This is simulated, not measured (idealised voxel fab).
Process module, titled voxel released beams
Section shown: cut. Width: 295 nm. Cell size: 5 nm, square.
Think of the cross-section as a grid of square cells. We describe it in bands, top to bottom, and each band covers one or more rows of those cells. This entry defines a band. It first specifies the height of the band's top and the height of its bottom in nm, and then specifies the band's materials from left to right, stating each material with its width in nm. The word "all across" identifies a single material that fills the band from edge to edge, while the word "empty" identifies empty space. A quick word on heights: they are counted from 0, and under that level the wafer as it came to us is one material throughout. The lowest band is different from the rest in having no bottom; it simply continues downward, written as in "0 -> down". Think of "30..40" as a width that walks from the first number to the second as you go down the band, top row to bottom row, taking equal-sized steps from row to row. Given "no change occurred" for a step, no cell of the cross-section differs between before and after that step. This entry, "Closed void register", enumerates those empty regions of no fewer than 8 cells that possess no open connection to the top. Each region is reported in the form width x height at distance, the distance being taken from the left edge, with all three quantities expressed in nm. Past the settings on a step's line: simulator remark, on that step. overlay nm: mask offset rightward from planned place, masked step; negative means leftward offset.

-- Process steps foreseen in the plan
1. op RECEIVE | material Si
2. op CONFORMAL_DEP | material SiN | thk nm 5
3. op DIRECTIONAL_DEP | material SiO2 | thk nm 10
4. op PATTERN | tone open | mask id ANCHOR | material resist | width nm 40 | thk nm 20 | overlay nm 0
5. op DIRECTIONAL_ETCH | etch materials SiO2 | depth nm 10
6. op STRIP | etch materials resist
7. op CONFORMAL_DEP | material TiN | thk nm 15
8. op DIRECTIONAL_DEP | material aC | thk nm 10
9. op PATTERN | tone cover | mask id BEAM | material resist | width nm 120 | thk nm 25 | overlay nm 0
10. op DIRECTIONAL_ETCH | etch materials aC | depth nm 5
11. op STRIP | etch materials resist
12. op DIRECTIONAL_ETCH | etch materials TiN | depth nm 15
13. op STRIP | etch materials aC
14. op STRIP | etch materials SiO2
Where the wafers of this document differ is in the depth nm of step 10; they start out the same, and the plan states the value that applied to the first wafer.

-- Step 1 complete: as-received cross-section of the first of several wafers
    0 -> down | Si all across
    Closed void register: none

-- Module finished, last step 14 done: cross-section of the first of several wafers
    30 -> 20 | TiN (105); empty (10); TiN (180)
    20 -> 15 | TiN all across
    15 -> 5 | SiO2 (90); TiN (40); SiO2 (165)
    5 -> 0 | SiN all across
    0 -> down | Si all across
    Closed void register: none

-- Wafer cross-section (last wafer, module end)
    30 -> 20 | empty (85); TiN (20); empty (10); TiN (90); empty (90)
    20 -> 15 | empty (85); TiN (120); empty (90)
    15 -> 5 | empty (90); TiN (40); empty (165)
    5 -> 0 | SiN all across
    0 -> down | Si all across
    Closed void register: none

-- Wafer rows, end of module: cells per material gained (+) or lost (-) since receipt; closed voids last
depth nm 5; +59 SiN; +102 SiO2; +189 TiN; Closed void register: none
depth nm 10; +59 SiN; +84 TiN; Closed void register: none
depth nm 15; +59 SiN; +84 TiN; Closed void register: none
depth nm 20; +59 SiN; +84 TiN; Closed void register: none
depth nm 25; +59 SiN; +84 TiN; Closed void register: none
